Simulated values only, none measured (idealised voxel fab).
The following process module bears the name voxel transistor to metal.
The width of the displayed cross-section, cut, is 170 nm; its cells are square, with a size of 5 nm.
A cross-section is written here as square cells arranged in a grid, and it is given in bands from the top down, each band taking up one or more rows of cells.
For a band, the entry starts with two heights in nm, that of the top and then that of the bottom, and carries on with the band's materials in order from left to right, each alongside its width in nm; the word "everywhere" beside a single material means it fills the band edge to edge, and "air" means empty space.
Below 0: as-received wafer, all one material; heights counted from there. Lowest band: no bottom, goes on down, written "0 down".
Think of "30 to 40" as a width that walks from the first number to the second as you go down the band, top row to bottom row, taking equal-sized steps from row to row.
No cell of the cross-section changed in a step that is given as "no modification".
"Enclosed voids" enumerates empty spaces isolated from the top, with no open way to it, that contain at least 8 cells, giving each as width x height at distance from the left edge, all three in nm.
It should be noted that, on the line of a given step, the content following the step's settings is a remark produced by the simulator itself with respect to that step.
The optional step-line setting "overlay nm" applies to steps with a mask and quantifies how far to the right of its planned location the mask lay, a negative value indicating leftward placement.

LISTED BELOW ARE THE PROCESS STEPS AS PLANNED
1,RECEIVE | material Si
2,CONFORMAL_DEP | material SiO2 | thk nm 5
3,CONFORMAL_DEP | material SiN | thk nm 10
4,PATTERN | tone cover | mask id ACTIVE | material resist | width nm 95 | thk nm 15 | overlay nm 0
5,DIRECTIONAL_ETCH | etch materials SiN | depth nm 10
6,DIRECTIONAL_ETCH | etch materials SiO2 | depth nm 5
7,DIRECTIONAL_ETCH | etch materials Si | depth nm 35
8,STRIP | etch materials resist
9,FILL_DEP | material SiO2 | thk nm 10
10,CMP | height nm 15
11,SELECTIVE_ETCH | etch materials SiO2 | depth nm 5
12,STRIP | etch materials SiN
13,SELECTIVE_ETCH | etch materials SiO2 | depth nm 5
14,OXIDIZE | depth nm 5
15,DIRECTIONAL_DEP | material polySi | thk nm 25
16,DIRECTIONAL_DEP | material SiCN | thk nm 10
17,PATTERN | tone cover | mask id GATE | material resist | width nm 25 | thk nm 15 | overlay nm 0
18,DIRECTIONAL_ETCH | etch materials SiCN | depth nm 20
19,DIRECTIONAL_ETCH | etch materials polySi | depth nm 35
20,STRIP | etch materials resist
21,CONFORMAL_DEP | material SiO2 | thk nm 5
22,DIRECTIONAL_ETCH | etch materials SiO2 | depth nm 5
23,CONFORMAL_DEP | material SiN | thk nm 10
24,DIRECTIONAL_ETCH | etch materials SiN | depth nm 10
25,DIRECTIONAL_ETCH | etch materials SiO2 | depth nm 5
26,DIRECTIONAL_ETCH | etch materials Si | depth nm 10
27,EPI | material SiGe | thk nm 10
28,FILL_DEP | material SiO2 | thk nm 5
29,CMP | height nm 35
30,DIRECTIONAL_DEP | material SiO2 | thk nm 15
31,MASKED_ETCH | tone open | mask id CONTACT | width nm 25 | pitch nm 60 | etch materials SiO2 | depth nm 45 | overlay nm 0
32,CONFORMAL_DEP | material TiN | thk nm 5
33,FILL_DEP | material W | thk nm 5
34,CMP | height nm 50
35,DIRECTIONAL_DEP | material TiN | thk nm 5
36,DIRECTIONAL_DEP | material Ru | thk nm 25
37,PATTERN | tone cover | mask id METAL_1 | material resist | width nm 15 | pitch nm 70 | thk nm 15 | overlay nm 0
38,DIRECTIONAL_ETCH | etch materials Ru | depth nm 25
39,DIRECTIONAL_ETCH | etch materials TiN | depth nm 5
40,STRIP | etch materials resist
41,FILL_DEP | material SiO2 | thk nm 5
42,CMP | height nm 80
43,CONFORMAL_DEP | material SiCN | thk nm 5
44,DIRECTIONAL_DEP | material SiO2 | thk nm 25
45,PATTERN | tone open | mask id METAL_2 | material resist | width nm 15 | pitch nm 70 | thk nm 20 | overlay nm 0
46,DIRECTIONAL_ETCH | etch materials SiO2 | depth nm 15
47,STRIP | etch materials resist
48,DIRECTIONAL_DEP | material aC | thk nm 10
49,PATTERN | tone open | mask id METAL_2_HOLES | material resist | width nm 15 | pitch nm 70 | thk nm 30 | overlay nm 0
50,DIRECTIONAL_ETCH | etch materials aC | depth nm 10
51,STRIP | etch materials resist
52,DIRECTIONAL_ETCH | etch materials SiO2 | depth nm 10
53,DIRECTIONAL_ETCH | etch materials SiCN | depth nm 5
54,STRIP | etch materials aC
55,CONFORMAL_DEP | material TiN | thk nm 5
56,FILL_DEP | material Ru | thk nm 10
57,CMP | height nm 110
58,CONFORMAL_DEP | material SiN | thk nm 5

INCOMING WAFER, CROSS-SECTIONAL VIEW, POST STEP 1
> 0 down  Si everywhere
> Enclosed voids: none

WHAT THE WAFER LOOKS LIKE IN CROSS-SECTION AFTER THIS MODULE, WHEN IT STARTS AS SHOWN ABOVE AND FOLLOWS THE PLAN ABOVE BUT ONE MISTAKE IS MADE IN RUNNING IT
> 115 to 110  SiN everywhere
> 110 to 85  SiO2=40 | TiN=5 | Ru=5 | TiN=5 | SiO2=55 | TiN=5 | Ru=5 | TiN=5 | SiO2=45
> 85 to 80  SiCN=40 | TiN=15 | SiCN=55 | TiN=15 | SiCN=45
> 80 to 55  SiO2=40 | Ru=15 | SiO2=55 | Ru=15 | SiO2=45
> 55 to 50  SiO2=40 | TiN=15 | SiO2=55 | TiN=15 | SiO2=45
> 50 to 40  SiO2=40 | TiN=5 | W=15 | TiN=5 | SiO2=35 | TiN=5 | W=15 | TiN=5 | SiO2=45
> 40 to 35  SiO2=40 | TiN=5 | W=10 | TiN=10 | SiO2=35 | TiN=10 | W=10 | TiN=5 | SiO2=45
> 35 to 25  SiO2=40 | TiN=5 | W=10 | TiN=5 | SiN=10 | SiCN=25 | SiN=10 | TiN=5 | W=10 | TiN=5 | SiO2=45
> 25 to 10  SiO2=40 | TiN=5 | W=10 | TiN=5 | SiN=10 | polySi=25 | SiN=10 | TiN=5 | W=10 | TiN=5 | SiO2=45
> 10 to 5  SiO2=40 | TiN=20 | SiN=10 | polySi=25 | SiN=10 | TiN=20 | SiO2=45
> 5 to 0  SiO2=35 | SiGe=25 | SiN=10 | polySi=25 | SiN=10 | SiGe=25 | SiO2=40
> 0 to -5  SiO2=30 | SiN=10 | SiGe=20 | SiN=10 | SiO2=25 | SiN=10 | SiGe=20 | SiN=10 | SiO2=35
> -5 to -15  SiO2=35 | Si=5 | SiGe=20 | Si=45 | SiGe=20 | Si=5 | SiO2=40
> -15 to -35  SiO2=35 | Si=95 | SiO2=40
> -35 down  Si everywhere
> Enclosed voids: none
It is concluded that the wafer was processed incorrectly with respect to the plan, in that plan step 21: skipped, not run
